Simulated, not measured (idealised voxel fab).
Proc. module: voxel transistor to metal
FYI the section here is cut, 195 nm wide, cells are 5 nm squares.
Square cells in a grid make up a cross-section in this document, and the grid is given as bands, listed from the top down, each one or more rows of cells.
Band entry format. Leading values: height of top, height of bottom, nm. Remainder: materials in left-to-right order, each with its width in nm. Special words: "full width" on a single material, which then fills the band edge to edge; "blank", empty space.
Beneath 0, the wafer as received is one material, and that level is where height counting begins. The lowest band goes on downward without a bottom; it is written like "from 0 down".
A width such as "30->40" changes by the same amount from each row of cells to the next, from the band's top row to its bottom row.
Where a step carries "left unchanged", the cross-section came out of it unchanged, cell for cell.
Reported under the label "Completely sealed voids" are the empty spaces having no open way to the top and comprising 8 cells or more; the notation for each is width x height at distance, in which the distance is measured from the left edge and all three values are in nm.
What comes after the settings on a step's line is commentary from the simulator itself on that step.
The "overlay nm" setting may appear on a step's line; for a step that uses a mask, it gives how far to the right of its planned position the mask lay, and a negative value indicates the left.

### Intended process steps
1. RECEIVE [material Si]
2. CONFORMAL_DEP [material SiO2] [thk nm 5]
3. CONFORMAL_DEP [material SiN] [thk nm 10]
4. PATTERN [tone cover] [mask id ACTIVE] [material resist] [width nm 110] [thk nm 20] [overlay nm 0]
5. DIRECTIONAL_ETCH [etch materials SiN] [depth nm 10]
6. DIRECTIONAL_ETCH [etch materials SiO2] [depth nm 5]
7. DIRECTIONAL_ETCH [etch materials Si] [depth nm 20]
8. STRIP [etch materials resist]
9. FILL_DEP [material SiO2] [thk nm 5]
10. CMP [height nm 15]
11. SELECTIVE_ETCH [etch materials SiO2] [depth nm 5]
12. STRIP [etch materials SiN]
13. SELECTIVE_ETCH [etch materials SiO2] [depth nm 5]
14. OXIDIZE [depth nm 5]
15. DIRECTIONAL_DEP [material polySi] [thk nm 20]
16. DIRECTIONAL_DEP [material SiCN] [thk nm 15]
17. MASKED_ETCH [tone cover] [mask id GATE] [width nm 30] [etch materials SiCN] [depth nm 25] [overlay nm 0]
18. MASKED_ETCH [tone cover] [mask id GATE] [width nm 30] [etch materials polySi] [depth nm 30] [overlay nm 0]
19. CONFORMAL_DEP [material SiN] [thk nm 5]
20. DIRECTIONAL_ETCH [etch materials SiN] [depth nm 5]
21. DIRECTIONAL_ETCH [etch materials SiO2] [depth nm 5]
22. EPI [material nSi] [thk nm 5]
23. FILL_DEP [material SiO2] [thk nm 10]
24. CMP [height nm 20]
25. STRIP [etch materials polySi]
26. SELECTIVE_ETCH [etch materials SiO2] [depth nm 5]
27. CONFORMAL_DEP [material HfO2] [thk nm 5]
28. CONFORMAL_DEP [material TiN] [thk nm 5]
29. FILL_DEP [material W] [thk nm 5]
30. CMP [height nm 15]
31. DIRECTIONAL_DEP [material SiO2] [thk nm 15]
32. DIRECTIONAL_DEP [material aC] [thk nm 15]
33. PATTERN [tone open] [mask id CONTACT] [material resist] [width nm 15] [pitch nm 75] [thk nm 35] [overlay nm 0]
34. DIRECTIONAL_ETCH [etch materials aC] [depth nm 15]
35. STRIP [etch materials resist]
36. DIRECTIONAL_ETCH [etch materials SiO2] [depth nm 30]
37. STRIP [etch materials aC]
38. CONFORMAL_DEP [material TiN] [thk nm 5]
39. FILL_DEP [material Ru] [thk nm 10]
40. CMP [height nm 30]
41. DIRECTIONAL_DEP [material TiN] [thk nm 5]
42. DIRECTIONAL_DEP [material Ru] [thk nm 20]
43. MASKED_ETCH [tone cover] [mask id METAL_1] [width nm 15] [pitch nm 75] [etch materials Ru] [depth nm 20] [overlay nm 0]
44. MASKED_ETCH [tone cover] [mask id METAL_1] [width nm 15] [pitch nm 75] [etch materials TiN] [depth nm 5] [overlay nm 0]
45. FILL_DEP [material lowk] [thk nm 5]
46. CMP [height nm 55]
47. CONFORMAL_DEP [material SiCN] [thk nm 5]
48. DIRECTIONAL_DEP [material lowk] [thk nm 35]
49. DIRECTIONAL_DEP [material aC] [thk nm 15]
50. PATTERN [tone open] [mask id METAL_2] [material resist] [width nm 15] [pitch nm 75] [thk nm 35] [overlay nm 0]
51. DIRECTIONAL_ETCH [etch materials aC] [depth nm 15]
52. STRIP [etch materials resist]
53. DIRECTIONAL_ETCH [etch materials lowk] [depth nm 20]
54. STRIP [etch materials aC]
55. DIRECTIONAL_DEP [material aC] [thk nm 15]
56. PATTERN [tone open] [mask id METAL_2_HOLES] [material resist] [width nm 15] [pitch nm 75] [thk nm 35] [overlay nm 0]
57. DIRECTIONAL_ETCH [etch materials aC] [depth nm 15]
58. STRIP [etch materials resist]
59. DIRECTIONAL_ETCH [etch materials lowk] [depth nm 15]
60. DIRECTIONAL_ETCH [etch materials SiCN] [depth nm 5]
61. STRIP [etch materials aC]
62. CONFORMAL_DEP [material TiN] [thk nm 5]
63. FILL_DEP [material Ru] [thk nm 5]
64. CMP [height nm 95]
65. CONFORMAL_DEP [material SiN] [thk nm 5]

### The first of the two wafers, which ran as planned

### Cross-section of the wafer at receipt, which is the condition after step 1
    from 0 down: Si full width
    Completely sealed voids: none

### The wafer, seen in cross-section, after step 2
    from 5 to 0: SiO2 full width
    All layers under 0 are left as they were.

### The wafer, seen in cross-section, after step 3
    from 15 to 5: SiN full width
    All layers under 5 are left as they were.

### The wafer, seen in cross-section, after step 4
    from 35 to 15: blank (40), then resist (110), then blank (45)
    All layers under 15 are left as they were.

### The wafer, seen in cross-section, after step 5
    from 35 to 15: blank (40), then resist (110), then blank (45)
    from 15 to 5: blank (40), then SiN (110), then blank (45)
    All layers under 5 are left as they were.

### The wafer, seen in cross-section, after step 6
    from 35 to 15: blank (40), then resist (110), then blank (45)
    from 15 to 5: blank (40), then SiN (110), then blank (45)
    from 5 to 0: blank (40), then SiO2 (110), then blank (45)
    All layers under 0 are left as they were.

### The wafer, seen in cross-section, after step 7
    from 35 to 15: blank (40), then resist (110), then blank (45)
    from 15 to 5: blank (40), then SiN (110), then blank (45)
    from 5 to 0: blank (40), then SiO2 (110), then blank (45)
    from 0 to -20: blank (40), then Si (110), then blank (45)
    All layers under -20 are left as they were.

### The wafer, seen in cross-section, after step 8
    from 15 to 5: blank (40), then SiN (110), then blank (45)
    All layers under 5 are left as they were.

### The wafer, seen in cross-section, after step 9
    from 20 to 15: SiO2 full width
    from 15 to 5: SiO2 (40), then SiN (110), then SiO2 (45)
    from 5 to 0: SiO2 full width
    from 0 to -20: SiO2 (40), then Si (110), then SiO2 (45)
    All layers under -20 are left as they were.

### The wafer, seen in cross-section, after step 10
    from 15 to 5: SiO2 (40), then SiN (110), then SiO2 (45)
    All layers under 5 are left as they were.

### The wafer, seen in cross-section, after step 11
    from 15 to 10: blank (40), then SiN (110), then blank (45)
    All layers under 10 are left as they were.

### The wafer, seen in cross-section, after step 12
    from 10 to 5: SiO2 (40), then blank (110), then SiO2 (45)
    All layers under 5 are left as they were.

### The wafer, seen in cross-section, after step 13
    from 5 to 0: SiO2 (35), then blank (120), then SiO2 (40)
    All layers under 0 are left as they were.

### The wafer, seen in cross-section, after step 14
    from 5 to 0: SiO2 (35), then blank (120), then SiO2 (40)
    from 0 to -5: SiO2 full width
    All layers under -5 are left as they were.

### The wafer, seen in cross-section, after step 15
    from 25 to 20: polySi (35), then blank (120), then polySi (40)
    from 20 to 5: polySi full width
    from 5 to 0: SiO2 (35), then polySi (120), then SiO2 (40)
    All layers under 0 are left as they were.

### The wafer, seen in cross-section, after step 16
    from 40 to 35: SiCN (35), then blank (120), then SiCN (40)
    from 35 to 25: SiCN full width
    from 25 to 20: polySi (35), then SiCN (120), then polySi (40)
    All layers under 20 are left as they were.

### The wafer, seen in cross-section, after step 17
    from 35 to 25: blank (80), then SiCN (30), then blank (85)
    from 25 to 20: polySi (35), then blank (45), then SiCN (30), then blank (45), then polySi (40)
    All layers under 20 are left as they were.

### The wafer, seen in cross-section, after step 18
    from 35 to 20: blank (80), then SiCN (30), then blank (85)
    from 20 to 5: blank (80), then polySi (30), then blank (85)
    from 5 to 0: SiO2 (35), then blank (45), then polySi (30), then blank (45), then SiO2 (40)
    All layers under 0 are left as they were.

### The wafer, seen in cross-section, after step 19
    from 40 to 35: blank (75), then SiN (40), then blank (80)
    from 35 to 20: blank (75), then SiN (5), then SiCN (30), then SiN (5), then blank (80)
    from 20 to 10: blank (75), then SiN (5), then polySi (30), then SiN (5), then blank (80)
    from 10 to 5: SiN (40), then blank (35), then SiN (5), then polySi (30), then SiN (5), then blank (35), then SiN (45)
    from 5 to 0: SiO2 (35), then SiN (45), then polySi (30), then SiN (45), then SiO2 (40)
    All layers under 0 are left as they were.

### The wafer, seen in cross-section, after step 20
    from 35 to 20: blank (75), then SiN (5), then SiCN (30), then SiN (5), then blank (80)
    from 20 to 5: blank (75), then SiN (5), then polySi (30), then SiN (5), then blank (80)
    from 5 to 0: SiO2 (35), then SiN (5), then blank (35), then SiN (5), then polySi (30), then SiN (5), then blank (35), then SiN (5), then SiO2 (40)
    All layers under 0 are left as they were.

### The wafer, seen in cross-section, after step 21
    from 35 to 20: blank (75), then SiN (5), then SiCN (30), then SiN (5), then blank (80)
    from 20 to 5: blank (75), then SiN (5), then polySi (30), then SiN (5), then blank (80)
    from 5 to 0: blank (35), then SiN (5), then blank (35), then SiN (5), then polySi (30), then SiN (5), then blank (35), then SiN (5), then blank (40)
    from 0 to -5: SiO2 (40), then blank (35), then SiO2 (40), then blank (35), then SiO2 (45)
    All layers under -5 are left as they were.

### The wafer, seen in cross-section, after step 22
    from 35 to 20: blank (75), then SiN (5), then SiCN (30), then SiN (5), then blank (80)
    from 20 to 5: blank (75), then SiN (5), then polySi (30), then SiN (5), then blank (80)
    from 5 to 0: blank (35), then SiN (5), then blank (35), then SiN (5), then polySi (30), then SiN (5), then blank (35), then SiN (5), then blank (40)
    from 0 to -5: SiO2 (40), then nSi (35), then SiO2 (40), then nSi (35), then SiO2 (45)
    All layers under -5 are left as they were.

### The wafer, seen in cross-section, after step 23
    from 45 to 35: SiO2 full width
    from 35 to 20: SiO2 (75), then SiN (5), then SiCN (30), then SiN (5), then SiO2 (80)
    from 20 to 5: SiO2 (75), then SiN (5), then polySi (30), then SiN (5), then SiO2 (80)
    from 5 to 0: SiO2 (35), then SiN (5), then SiO2 (35), then SiN (5), then polySi (30), then SiN (5), then SiO2 (35), then SiN (5), then SiO2 (40)
    All layers under 0 are left as they were.

### The wafer, seen in cross-section, after step 24
    from 20 to 5: SiO2 (75), then SiN (5), then polySi (30), then SiN (5), then SiO2 (80)
    All layers under 5 are left as they were.

### The wafer, seen in cross-section, after step 25
    from 20 to 5: SiO2 (75), then SiN (5), then blank (30), then SiN (5), then SiO2 (80)
    from 5 to 0: SiO2 (35), then SiN (5), then SiO2 (35), then SiN (5), then blank (30), then SiN (5), then SiO2 (35), then SiN (5), then SiO2 (40)
    All layers under 0 are left as they were.

### The wafer, seen in cross-section, after step 26
    from 20 to 15: blank (75), then SiN (5), then blank (30), then SiN (5), then blank (80)
    from 15 to 5: SiO2 (75), then SiN (5), then blank (30), then SiN (5), then SiO2 (80)
    from 5 to 0: SiO2 (35), then SiN (5), then SiO2 (35), then SiN (5), then blank (30), then SiN (5), then SiO2 (35), then SiN (5), then SiO2 (40)
    from 0 to -5: SiO2 (40), then nSi (35), then blank (40), then nSi (35), then SiO2 (45)
    All layers under -5 are left as they were.

### The wafer, seen in cross-section, after step 27
    from 25 to 20: blank (70), then HfO2 (15), then blank (20), then HfO2 (15), then blank (75)
    from 20 to 15: HfO2 (75), then SiN (5), then HfO2 (5), then blank (20), then HfO2 (5), then SiN (5), then HfO2 (80)
    from 15 to 5: SiO2 (75), then SiN (5), then HfO2 (5), then blank (20), then HfO2 (5), then SiN (5), then SiO2 (80)
    from 5 to 0: SiO2 (35), then SiN (5), then SiO2 (35), then SiN (5), then HfO2 (5), then blank (20), then HfO2 (5), then SiN (5), then SiO2 (35), then SiN (5), then SiO2 (40)
    from 0 to -5: SiO2 (40), then nSi (35), then HfO2 (40), then nSi (35), then SiO2 (45)
    All layers under -5 are left as they were.

### The wafer, seen in cross-section, after step 28
    from 30 to 25: blank (65), then TiN (25), then blank (10), then TiN (25), then blank (70)
    from 25 to 20: TiN (70), then HfO2 (15), then TiN (5), then blank (10), then TiN (5), then HfO2 (15), then TiN (75)
    from 20 to 15: HfO2 (75), then SiN (5), then HfO2 (5), then TiN (5), then blank (10), then TiN (5), then HfO2 (5), then SiN (5), then HfO2 (80)
    from 15 to 5: SiO2 (75), then SiN (5), then HfO2 (5), then TiN (5), then blank (10), then TiN (5), then HfO2 (5), then SiN (5), then SiO2 (80)
    from 5 to 0: SiO2 (35), then SiN (5), then SiO2 (35), then SiN (5), then HfO2 (5), then TiN (20), then HfO2 (5), then SiN (5), then SiO2 (35), then SiN (5), then SiO2 (40)
    All layers under 0 are left as they were.

### The wafer, seen in cross-section, after step 29
    from 35 to 30: W full width
    from 30 to 25: W (65), then TiN (25), then W (10), then TiN (25), then W (70)
    from 25 to 20: TiN (70), then HfO2 (15), then TiN (5), then W (10), then TiN (5), then HfO2 (15), then TiN (75)
    from 20 to 15: HfO2 (75), then SiN (5), then HfO2 (5), then TiN (5), then W (10), then TiN (5), then HfO2 (5), then SiN (5), then HfO2 (80)
    from 15 to 5: SiO2 (75), then SiN (5), then HfO2 (5), then TiN (5), then W (10), then TiN (5), then HfO2 (5), then SiN (5), then SiO2 (80)
    All layers under 5 are left as they were.

### The wafer, seen in cross-section, after step 30
    from 15 to 5: SiO2 (75), then SiN (5), then HfO2 (5), then TiN (5), then W (10), then TiN (5), then HfO2 (5), then SiN (5), then SiO2 (80)
    All layers under 5 are left as they were.

### The wafer, seen in cross-section, after step 31
    from 30 to 15: SiO2 full width
    All layers under 15 are left as they were.

### The wafer, seen in cross-section, after step 32
    from 45 to 30: aC full width
    All layers under 30 are left as they were.

### The wafer, seen in cross-section, after step 33
    from 80 to 45: resist (50), then blank (15), then resist (60), then blank (15), then resist (55)
    All layers under 45 are left as they were.

### The wafer, seen in cross-section, after step 34
    from 65 to 45: resist (50), then blank (15), then resist (60), then blank (15), then resist (55)
    from 45 to 30: aC (50), then blank (15), then aC (60), then blank (15), then aC (55)
    All layers under 30 are left as they were.

### The wafer, seen in cross-section, after step 35
    from 45 to 30: aC (50), then blank (15), then aC (60), then blank (15), then aC (55)
    All layers under 30 are left as they were.

### The wafer, seen in cross-section, after step 36
    from 45 to 30: aC (50), then blank (15), then aC (60), then blank (15), then aC (55)
    from 30 to 15: SiO2 (50), then blank (15), then SiO2 (60), then blank (15), then SiO2 (55)
    from 15 to 5: SiO2 (50), then blank (15), then SiO2 (10), then SiN (5), then HfO2 (5), then TiN (5), then W (10), then TiN (5), then HfO2 (5), then SiN (5), then SiO2 (10), then blank (15), then SiO2 (55)
    from 5 to 0: SiO2 (35), then SiN (5), then SiO2 (10), then blank (15), then SiO2 (10), then SiN (5), then HfO2 (5), then TiN (20), then HfO2 (5), then SiN (5), then SiO2 (10), then blank (15), then SiO2 (10), then SiN (5), then SiO2 (40)
    All layers under 0 are left as they were.

### The wafer, seen in cross-section, after step 37
    from 30 to 15: SiO2 (50), then blank (15), then SiO2 (60), then blank (15), then SiO2 (55)
    All layers under 15 are left as they were.

### The wafer, seen in cross-section, after step 38
    from 35 to 30: TiN (55), then blank (5), then TiN (70), then blank (5), then TiN (60)
    from 30 to 15: SiO2 (50), then TiN (5), then blank (5), then TiN (5), then SiO2 (60), then TiN (5), then blank (5), then TiN (5), then SiO2 (55)
    from 15 to 5: SiO2 (50), then TiN (5), then blank (5), then TiN (5), then SiO2 (10), then SiN (5), then HfO2 (5), then TiN (5), then W (10), then TiN (5), then HfO2 (5), then SiN (5), then SiO2 (10), then TiN (5), then blank (5), then TiN (5), then SiO2 (55)
    from 5 to 0: SiO2 (35), then SiN (5), then SiO2 (10), then TiN (15), then SiO2 (10), then SiN (5), then HfO2 (5), then TiN (20), then HfO2 (5), then SiN (5), then SiO2 (10), then TiN (15), then SiO2 (10), then SiN (5), then SiO2 (40)
    All layers under 0 are left as they were.

### The wafer, seen in cross-section, after step 39
    from 45 to 35: Ru full width
    from 35 to 30: TiN (55), then Ru (5), then TiN (70), then Ru (5), then TiN (60)
    from 30 to 15: SiO2 (50), then TiN (5), then Ru (5), then TiN (5), then SiO2 (60), then TiN (5), then Ru (5), then TiN (5), then SiO2 (55)
    from 15 to 5: SiO2 (50), then TiN (5), then Ru (5), then TiN (5), then SiO2 (10), then SiN (5), then HfO2 (5), then TiN (5), then W (10), then TiN (5), then HfO2 (5), then SiN (5), then SiO2 (10), then TiN (5), then Ru (5), then TiN (5), then SiO2 (55)
    All layers under 5 are left as they were.

### The wafer, seen in cross-section, after step 40
    from 30 to 15: SiO2 (50), then TiN (5), then Ru (5), then TiN (5), then SiO2 (60), then TiN (5), then Ru (5), then TiN (5), then SiO2 (55)
    All layers under 15 are left as they were.

### The wafer, seen in cross-section, after step 41
    from 35 to 30: TiN full width
    All layers under 30 are left as they were.

### The wafer, seen in cross-section, after step 42
    from 55 to 35: Ru full width
    All layers under 35 are left as they were.

### The wafer, seen in cross-section, after step 43
    from 55 to 35: blank (50), then Ru (15), then blank (60), then Ru (15), then blank (55)
    All layers under 35 are left as they were.

### The wafer, seen in cross-section, after step 44
    from 55 to 35: blank (50), then Ru (15), then blank (60), then Ru (15), then blank (55)
    from 35 to 30: blank (50), then TiN (15), then blank (60), then TiN (15), then blank (55)
    All layers under 30 are left as they were.

### The wafer, seen in cross-section, after step 45
    from 60 to 55: lowk full width
    from 55 to 35: lowk (50), then Ru (15), then lowk (60), then Ru (15), then lowk (55)
    from 35 to 30: lowk (50), then TiN (15), then lowk (60), then TiN (15), then lowk (55)
    All layers under 30 are left as they were.

### The wafer, seen in cross-section, after step 46
    from 55 to 35: lowk (50), then Ru (15), then lowk (60), then Ru (15), then lowk (55)
    All layers under 35 are left as they were.

### The wafer, seen in cross-section, after step 47
    from 60 to 55: SiCN full width
    All layers under 55 are left as they were.

### The wafer, seen in cross-section, after step 48
    from 95 to 60: lowk full width
    All layers under 60 are left as they were.

### The wafer, seen in cross-section, after step 49
    from 110 to 95: aC full width
    All layers under 95 are left as they were.

### The wafer, seen in cross-section, after step 50
    from 145 to 110: resist (50), then blank (15), then resist (60), then blank (15), then resist (55)
    All layers under 110 are left as they were.

### The wafer, seen in cross-section, after step 51
    from 130 to 110: resist (50), then blank (15), then resist (60), then blank (15), then resist (55)
    from 110 to 95: aC (50), then blank (15), then aC (60), then blank (15), then aC (55)
    All layers under 95 are left as they were.

### The wafer, seen in cross-section, after step 52
    from 110 to 95: aC (50), then blank (15), then aC (60), then blank (15), then aC (55)
    All layers under 95 are left as they were.

### The wafer, seen in cross-section, after step 53
    from 110 to 95: aC (50), then blank (15), then aC (60), then blank (15), then aC (55)
    from 95 to 75: lowk (50), then blank (15), then lowk (60), then blank (15), then lowk (55)
    All layers under 75 are left as they were.

### The wafer, seen in cross-section, after step 54
    from 95 to 75: lowk (50), then blank (15), then lowk (60), then blank (15), then lowk (55)
    All layers under 75 are left as they were.

### The wafer, seen in cross-section, after step 55
    from 110 to 95: aC (50), then blank (15), then aC (60), then blank (15), then aC (55)
    from 95 to 90: lowk (50), then blank (15), then lowk (60), then blank (15), then lowk (55)
    from 90 to 75: lowk (50), then aC (15), then lowk (60), then aC (15), then lowk (55)
    All layers under 75 are left as they were.

### The wafer, seen in cross-section, after step 56
    from 145 to 110: resist (50), then blank (15), then resist (60), then blank (15), then resist (55)
    All layers under 110 are left as they were.

### The wafer, seen in cross-section, after step 57
    from 130 to 110: resist (50), then blank (15), then resist (60), then blank (15), then resist (55)
    from 110 to 95: aC (50), then blank (15), then aC (60), then blank (15), then aC (55)
    from 95 to 75: lowk (50), then blank (15), then lowk (60), then blank (15), then lowk (55)
    All layers under 75 are left as they were.

### The wafer, seen in cross-section, after step 58
    from 110 to 95: aC (50), then blank (15), then aC (60), then blank (15), then aC (55)
    All layers under 95 are left as they were.

### The wafer, seen in cross-section, after step 59
    from 110 to 95: aC (50), then blank (15), then aC (60), then blank (15), then aC (55)
    from 95 to 60: lowk (50), then blank (15), then lowk (60), then blank (15), then lowk (55)
    All layers under 60 are left as they were.

### The wafer, seen in cross-section, after step 60
    from 110 to 95: aC (50), then blank (15), then aC (60), then blank (15), then aC (55)
    from 95 to 60: lowk (50), then blank (15), then lowk (60), then blank (15), then lowk (55)
    from 60 to 55: SiCN (50), then blank (15), then SiCN (60), then blank (15), then SiCN (55)
    All layers under 55 are left as they were.

### The wafer, seen in cross-section, after step 61
    from 95 to 60: lowk (50), then blank (15), then lowk (60), then blank (15), then lowk (55)
    All layers under 60 are left as they were.

### The wafer, seen in cross-section, after step 62
    from 100 to 95: TiN (55), then blank (5), then TiN (70), then blank (5), then TiN (60)
    from 95 to 60: lowk (50), then TiN (5), then blank (5), then TiN (5), then lowk (60), then TiN (5), then blank (5), then TiN (5), then lowk (55)
    from 60 to 55: SiCN (50), then TiN (15), then SiCN (60), then TiN (15), then SiCN (55)
    All layers under 55 are left as they were.

### The wafer, seen in cross-section, after step 63
    from 105 to 100: Ru full width
    from 100 to 95: TiN (55), then Ru (5), then TiN (70), then Ru (5), then TiN (60)
    from 95 to 60: lowk (50), then TiN (5), then Ru (5), then TiN (5), then lowk (60), then TiN (5), then Ru (5), then TiN (5), then lowk (55)
    All layers under 60 are left as they were.

### The wafer, seen in cross-section, after step 64
    from 95 to 60: lowk (50), then TiN (5), then Ru (5), then TiN (5), then lowk (60), then TiN (5), then Ru (5), then TiN (5), then lowk (55)
    All layers under 60 are left as they were.

### The wafer, seen in cross-section, after step 65
    from 100 to 95: SiN full width
    All layers under 95 are left as they were.

### second wafer: like start, like plan, one mistake. Through step 42 it matches the first wafer

### Cross-section of the second wafer when, according to plan, step 43 should have finished
    from 55 to 35: blank (50), then Ru (20), then blank (55), then Ru (20), then blank (50)
    All layers under 35 are left as they were.

### Cross-section of the second wafer when, according to plan, step 44 should have finished
    from 55 to 35: blank (50), then Ru (20), then blank (55), then Ru (20), then blank (50)
    from 35 to 30: blank (50), then TiN (20), then blank (55), then TiN (20), then blank (50)
    All layers under 30 are left as they were.

### Cross-section of the second wafer when, according to plan, step 45 should have finished
    from 60 to 55: lowk full width
    from 55 to 35: lowk (50), then Ru (20), then lowk (55), then Ru (20), then lowk (50)
    from 35 to 30: lowk (50), then TiN (20), then lowk (55), then TiN (20), then lowk (50)
    All layers under 30 are left as they were.

### Cross-section of the second wafer when, according to plan, step 46 should have finished
    from 55 to 35: lowk (50), then Ru (20), then lowk (55), then Ru (20), then lowk (50)
    All layers under 35 are left as they were.

### Cross-section of the second wafer when, according to plan, step 47 should have finished
    from 60 to 55: SiCN full width
    All layers under 55 are left as they were.

### Cross-section of the second wafer when, according to plan, step 48 should have finished
    from 95 to 60: lowk full width
    All layers under 60 are left as they were.

### Cross-section of the second wafer when, according to plan, step 49 should have finished
    from 110 to 95: aC full width
    All layers under 95 are left as they were.

### Cross-section of the second wafer when, according to plan, step 50 should have finished
    from 145 to 110: resist (50), then blank (15), then resist (60), then blank (15), then resist (55)
    All layers under 110 are left as they were.

### Cross-section of the second wafer when, according to plan, step 51 should have finished
    from 130 to 110: resist (50), then blank (15), then resist (60), then blank (15), then resist (55)
    from 110 to 95: aC (50), then blank (15), then aC (60), then blank (15), then aC (55)
    All layers under 95 are left as they were.

### Cross-section of the second wafer when, according to plan, step 52 should have finished
    from 110 to 95: aC (50), then blank (15), then aC (60), then blank (15), then aC (55)
    All layers under 95 are left as they were.

### Cross-section of the second wafer when, according to plan, step 53 should have finished
    from 110 to 95: aC (50), then blank (15), then aC (60), then blank (15), then aC (55)
    from 95 to 75: lowk (50), then blank (15), then lowk (60), then blank (15), then lowk (55)
    All layers under 75 are left as they were.

### Cross-section of the second wafer when, according to plan, step 54 should have finished
    from 95 to 75: lowk (50), then blank (15), then lowk (60), then blank (15), then lowk (55)
    All layers under 75 are left as they were.

### Cross-section of the second wafer when, according to plan, step 55 should have finished
    from 110 to 95: aC (50), then blank (15), then aC (60), then blank (15), then aC (55)
    from 95 to 90: lowk (50), then blank (15), then lowk (60), then blank (15), then lowk (55)
    from 90 to 75: lowk (50), then aC (15), then lowk (60), then aC (15), then lowk (55)
    All layers under 75 are left as they were.

### Cross-section of the second wafer when, according to plan, step 56 should have finished
    from 145 to 110: resist (50), then blank (15), then resist (60), then blank (15), then resist (55)
    All layers under 110 are left as they were.

### Cross-section of the second wafer when, according to plan, step 57 should have finished
    from 130 to 110: resist (50), then blank (15), then resist (60), then blank (15), then resist (55)
    from 110 to 95: aC (50), then blank (15), then aC (60), then blank (15), then aC (55)
    from 95 to 75: lowk (50), then blank (15), then lowk (60), then blank (15), then lowk (55)
    All layers under 75 are left as they were.

### Cross-section of the second wafer when, according to plan, step 58 should have finished
    from 110 to 95: aC (50), then blank (15), then aC (60), then blank (15), then aC (55)
    All layers under 95 are left as they were.

### Cross-section of the second wafer when, according to plan, step 59 should have finished
    from 110 to 95: aC (50), then blank (15), then aC (60), then blank (15), then aC (55)
    from 95 to 60: lowk (50), then blank (15), then lowk (60), then blank (15), then lowk (55)
    All layers under 60 are left as they were.

### Cross-section of the second wafer when, according to plan, step 60 should have finished
    from 110 to 95: aC (50), then blank (15), then aC (60), then blank (15), then aC (55)
    from 95 to 60: lowk (50), then blank (15), then lowk (60), then blank (15), then lowk (55)
    from 60 to 55: SiCN (50), then blank (15), then SiCN (60), then blank (15), then SiCN (55)
    All layers under 55 are left as they were.

### Cross-section of the second wafer when, according to plan, step 61 should have finished
    from 95 to 60: lowk (50), then blank (15), then lowk (60), then blank (15), then lowk (55)
    All layers under 60 are left as they were.

### Cross-section of the second wafer when, according to plan, step 62 should have finished
    from 100 to 95: TiN (55), then blank (5), then TiN (70), then blank (5), then TiN (60)
    from 95 to 60: lowk (50), then TiN (5), then blank (5), then TiN (5), then lowk (60), then TiN (5), then blank (5), then TiN (5), then lowk (55)
    from 60 to 55: SiCN (50), then TiN (15), then SiCN (60), then TiN (15), then SiCN (55)
    All layers under 55 are left as they were.

### Cross-section of the second wafer when, according to plan, step 63 should have finished
    from 105 to 100: Ru full width
    from 100 to 95: TiN (55), then Ru (5), then TiN (70), then Ru (5), then TiN (60)
    from 95 to 60: lowk (50), then TiN (5), then Ru (5), then TiN (5), then lowk (60), then TiN (5), then Ru (5), then TiN (5), then lowk (55)
    All layers under 60 are left as they were.

### Cross-section of the second wafer when, according to plan, step 64 should have finished
    from 95 to 60: lowk (50), then TiN (5), then Ru (5), then TiN (5), then lowk (60), then TiN (5), then Ru (5), then TiN (5), then lowk (55)
    All layers under 60 are left as they were.

### Cross-section of the second wafer when, according to plan, step 65 should have finished
    from 100 to 95: SiN full width
    All layers under 95 are left as they were.
Where did the run depart from the plan? step 43 deviated from plan and actually ran as MASKED_ETCH [tone cover] [mask id METAL_1] [width nm 20] [pitch nm 75] [etch materials Ru] [depth nm 20] [overlay nm 0]
At the finish, the second wafer shows more or fewer cells for some materials than the first does: Ru: 8 more, TiN: 2 more, lowk: 10 fewer
